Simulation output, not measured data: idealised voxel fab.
Module name: voxel capacitor over wiring (process module)
Each square cell in cross-section cut measures 5 nm, and the section as a whole is 140 nm wide.
Each cross-section below is a grid of square cells, stated as bands in top-down order, with one or more rows of cells making up each band.
What a band's entry tells you: where the top is and where the bottom is, as heights in nm, and after that what lies inside, material by material from left to right, each with its width in nm. Empty space is written as the word "air", and a single material marked with the word "edge to edge" occupies the band from edge to edge.
Beneath 0, the wafer as received is one material, and that level is where height counting begins. The lowest band goes on downward without a bottom; it is written like "from 0 down".
Width "30 to 40": first value at the band's top row of cells, second value at its bottom row, equal change from row to row.
"left unchanged" -> step changed no cross-section cell.
Reported under the label "Enclosed void inventory" are the empty spaces having no open way to the top and comprising 8 cells or more; the notation for each is width x height at distance, in which the distance is measured from the left edge and all three values are in nm.
Past the settings on a step's line: simulator remark, on that step.
When a step includes a mask, the "overlay nm" setting on its line states how far to the right of its planned place that mask lay, and negative values state how far to the left.

# The steps planned for the process are as follows
| 1 | RECEIVE with material Si |
| 2 | CONFORMAL_DEP with material SiO2, thk nm 15 |
| 3 | DIRECTIONAL_DEP with material TiN, thk nm 5 |
| 4 | DIRECTIONAL_DEP with material Ru, thk nm 15 |
| 5 | PATTERN with tone cover, mask id METAL_1, material resist, width nm 25, pitch nm 85, thk nm 15, overlay nm 0 |
| 6 | DIRECTIONAL_ETCH with etch materials Ru, depth nm 15 |
| 7 | DIRECTIONAL_ETCH with etch materials TiN, depth nm 5 |
| 8 | STRIP with etch materials resist |
| 9 | FILL_DEP with material lowk, thk nm 10 |
| 10 | CMP with height nm 35 |
| 11 | CONFORMAL_DEP with material SiCN, thk nm 5 |
| 12 | DIRECTIONAL_DEP with material lowk, thk nm 20 |
| 13 | PATTERN with tone open, mask id PLUG_1, material resist, width nm 15, thk nm 15, overlay nm 0 |
| 14 | DIRECTIONAL_ETCH with etch materials lowk, depth nm 20 |
| 15 | DIRECTIONAL_ETCH with etch materials SiCN, depth nm 5 |
| 16 | STRIP with etch materials resist |
| 17 | EPI with material Ru, thk nm 10 |
| 18 | EPI with material Ru, thk nm 10 |
| 19 | EPI with material Ru, thk nm 5 |
| 20 | DIRECTIONAL_DEP with material TiN, thk nm 10 |
| 21 | DIRECTIONAL_DEP with material SiN, thk nm 5 |
| 22 | DIRECTIONAL_DEP with material TiN, thk nm 5 |
| 23 | MASKED_ETCH with tone cover, mask id UPPER_PLATE, width nm 65, etch materials TiN, depth nm 5, overlay nm 0 |
| 24 | MASKED_ETCH with tone cover, mask id UPPER_PLATE, width nm 65, etch materials SiN, depth nm 5, overlay nm 0 |
| 25 | MASKED_ETCH with tone cover, mask id LOWER_PLATE, width nm 75, etch materials TiN, depth nm 10, overlay nm 0 |
| 26 | FILL_DEP with material SiO2, thk nm 15 |
| 27 | CMP with height nm 90 |
| 28 | MASKED_ETCH with tone open, mask id PLUG_2, width nm 15, etch materials SiO2, depth nm 10, overlay nm 0 |
| 29 | CONFORMAL_DEP with material TiN, thk nm 5 |
| 30 | FILL_DEP with material Ru, thk nm 10 |
| 31 | CMP with height nm 90 |
| 32 | CONFORMAL_DEP with material SiCN, thk nm 5 |

# Of two wafers, the first: run according to plan

# Cross-section of the wafer upon arrival, representing the state reached after step 1
* from 0 down: Si edge to edge
* Enclosed void inventory: none

# After step 2: wafer cross-section
* from 15 to 0: SiO2 edge to edge
* Lower than 0, everything is as it was.

# After step 3: wafer cross-section
* from 20 to 15: TiN edge to edge
* Lower than 15, everything is as it was.

# After step 4: wafer cross-section
* from 35 to 20: Ru edge to edge
* Lower than 20, everything is as it was.

# After step 5: wafer cross-section
* from 50 to 35: air: 15; resist: 25; air: 60; resist: 25; air: 15
* Lower than 35, everything is as it was.

# After step 6: wafer cross-section
* from 50 to 35: air: 15; resist: 25; air: 60; resist: 25; air: 15
* from 35 to 20: air: 15; Ru: 25; air: 60; Ru: 25; air: 15
* Lower than 20, everything is as it was.

# After step 7: wafer cross-section
* from 50 to 35: air: 15; resist: 25; air: 60; resist: 25; air: 15
* from 35 to 20: air: 15; Ru: 25; air: 60; Ru: 25; air: 15
* from 20 to 15: air: 15; TiN: 25; air: 60; TiN: 25; air: 15
* Lower than 15, everything is as it was.

# After step 8: wafer cross-section
* from 35 to 20: air: 15; Ru: 25; air: 60; Ru: 25; air: 15
* Lower than 20, everything is as it was.

# After step 9: wafer cross-section
* from 45 to 35: lowk edge to edge
* from 35 to 20: lowk: 15; Ru: 25; lowk: 60; Ru: 25; lowk: 15
* from 20 to 15: lowk: 15; TiN: 25; lowk: 60; TiN: 25; lowk: 15
* Lower than 15, everything is as it was.

# After step 10: wafer cross-section
* from 35 to 20: lowk: 15; Ru: 25; lowk: 60; Ru: 25; lowk: 15
* Lower than 20, everything is as it was.

# After step 11: wafer cross-section
* from 40 to 35: SiCN edge to edge
* Lower than 35, everything is as it was.

# After step 12: wafer cross-section
* from 60 to 40: lowk edge to edge
* Lower than 40, everything is as it was.

# After step 13: wafer cross-section
* from 75 to 60: resist: 25; air: 15; resist: 100
* Lower than 60, everything is as it was.

# After step 14: wafer cross-section
* from 75 to 60: resist: 25; air: 15; resist: 100
* from 60 to 40: lowk: 25; air: 15; lowk: 100
* Lower than 40, everything is as it was.

# After step 15: wafer cross-section
* from 75 to 60: resist: 25; air: 15; resist: 100
* from 60 to 40: lowk: 25; air: 15; lowk: 100
* from 40 to 35: SiCN: 25; air: 15; SiCN: 100
* Lower than 35, everything is as it was.

# After step 16: wafer cross-section
* from 60 to 40: lowk: 25; air: 15; lowk: 100
* Lower than 40, everything is as it was.

# After step 17: wafer cross-section
* from 60 to 45: lowk: 25; air: 15; lowk: 100
* from 45 to 40: lowk: 25; Ru: 15; lowk: 100
* from 40 to 35: SiCN: 25; Ru: 15; SiCN: 100
* Lower than 35, everything is as it was.

# After step 18: wafer cross-section
* from 60 to 55: lowk: 25; air: 15; lowk: 100
* from 55 to 40: lowk: 25; Ru: 15; lowk: 100
* Lower than 40, everything is as it was.

# After step 19: wafer cross-section
* from 60 to 40: lowk: 25; Ru: 15; lowk: 100
* Lower than 40, everything is as it was.

# After step 20: wafer cross-section
* from 70 to 60: TiN edge to edge
* Lower than 60, everything is as it was.

# After step 21: wafer cross-section
* from 75 to 70: SiN edge to edge
* Lower than 70, everything is as it was.

# After step 22: wafer cross-section
* from 80 to 75: TiN edge to edge
* Lower than 75, everything is as it was.

# After step 23: wafer cross-section
* from 80 to 75: air: 25; TiN: 65; air: 50
* Lower than 75, everything is as it was.

# After step 24: wafer cross-section
* from 80 to 75: air: 25; TiN: 65; air: 50
* from 75 to 70: air: 25; SiN: 65; air: 50
* Lower than 70, everything is as it was.

# After step 25: wafer cross-section
* from 80 to 75: air: 25; TiN: 65; air: 50
* from 75 to 70: air: 25; SiN: 65; air: 50
* from 70 to 60: air: 20; TiN: 75; air: 45
* Lower than 60, everything is as it was.

# After step 26: wafer cross-section
* from 95 to 80: SiO2 edge to edge
* from 80 to 75: SiO2: 25; TiN: 65; SiO2: 50
* from 75 to 70: SiO2: 25; SiN: 65; SiO2: 50
* from 70 to 60: SiO2: 20; TiN: 75; SiO2: 45
* Lower than 60, everything is as it was.

# After step 27: wafer cross-section
* from 90 to 80: SiO2 edge to edge
* Lower than 80, everything is as it was.

# After step 28: wafer cross-section
* from 90 to 80: SiO2: 35; air: 15; SiO2: 90
* Lower than 80, everything is as it was.

# After step 29: wafer cross-section
* from 95 to 90: TiN: 40; air: 5; TiN: 95
* from 90 to 85: SiO2: 35; TiN: 5; air: 5; TiN: 5; SiO2: 90
* from 85 to 75: SiO2: 35 to 25; TiN: 15 to 65; SiO2: 90 to 50
* Lower than 75, everything is as it was.

# After step 30: wafer cross-section
* from 105 to 95: Ru edge to edge
* from 95 to 90: TiN: 40; Ru: 5; TiN: 95
* from 90 to 85: SiO2: 35; TiN: 5; Ru: 5; TiN: 5; SiO2: 90
* Lower than 85, everything is as it was.

# After step 31: wafer cross-section
* from 90 to 85: SiO2: 35; TiN: 5; Ru: 5; TiN: 5; SiO2: 90
* Lower than 85, everything is as it was.

# After step 32: wafer cross-section
* from 95 to 90: SiCN edge to edge
* Lower than 90, everything is as it was.

# The second wafer was prepared from the same starting point and under the same plan as the first; its processing contained one mistake, and it remains indistinguishable from the first wafer up to and including step 22

# Second wafer at the planned finish of step 23, seen in cross-section
* from 80 to 75: TiN: 25; air: 65; TiN: 50
* Lower than 75, everything is as it was.

Second wafer at the planned finish of step 24, seen in cross-section: left unchanged

# Second wafer at the planned finish of step 25, seen in cross-section
* from 80 to 75: air: 20; TiN: 5; air: 65; TiN: 5; air: 45
* Lower than 75, everything is as it was.

# Second wafer at the planned finish of step 26, seen in cross-section
* from 95 to 80: SiO2 edge to edge
* from 80 to 75: SiO2: 20; TiN: 5; SiO2: 65; TiN: 5; SiO2: 45
* Lower than 75, everything is as it was.

# Second wafer at the planned finish of step 27, seen in cross-section
* from 90 to 80: SiO2 edge to edge
* Lower than 80, everything is as it was.

# Second wafer at the planned finish of step 28, seen in cross-section
* from 90 to 80: SiO2: 35; air: 15; SiO2: 90
* Lower than 80, everything is as it was.

# Second wafer at the planned finish of step 29, seen in cross-section
* from 95 to 90: TiN: 40; air: 5; TiN: 95
* from 90 to 85: SiO2: 35; TiN: 5; air: 5; TiN: 5; SiO2: 90
* from 85 to 80: SiO2: 35; TiN: 15; SiO2: 90
* Lower than 80, everything is as it was.

# Second wafer at the planned finish of step 30, seen in cross-section
* from 105 to 95: Ru edge to edge
* from 95 to 90: TiN: 40; Ru: 5; TiN: 95
* from 90 to 85: SiO2: 35; TiN: 5; Ru: 5; TiN: 5; SiO2: 90
* Lower than 85, everything is as it was.

# Second wafer at the planned finish of step 31, seen in cross-section
* from 90 to 85: SiO2: 35; TiN: 5; Ru: 5; TiN: 5; SiO2: 90
* Lower than 85, everything is as it was.

# Second wafer at the planned finish of step 32, seen in cross-section
* from 95 to 90: SiCN edge to edge
* Lower than 90, everything is as it was.
Want to know what went wrong? step 23 off recipe, ran as MASKED_ETCH with tone open, mask id UPPER_PLATE, width nm 65, etch materials TiN, depth nm 5, overlay nm 0
Final difference in cells, second wafer against first, listed per material as more or fewer: 15 more of SiN; 30 fewer of SiO2; 15 more of TiN
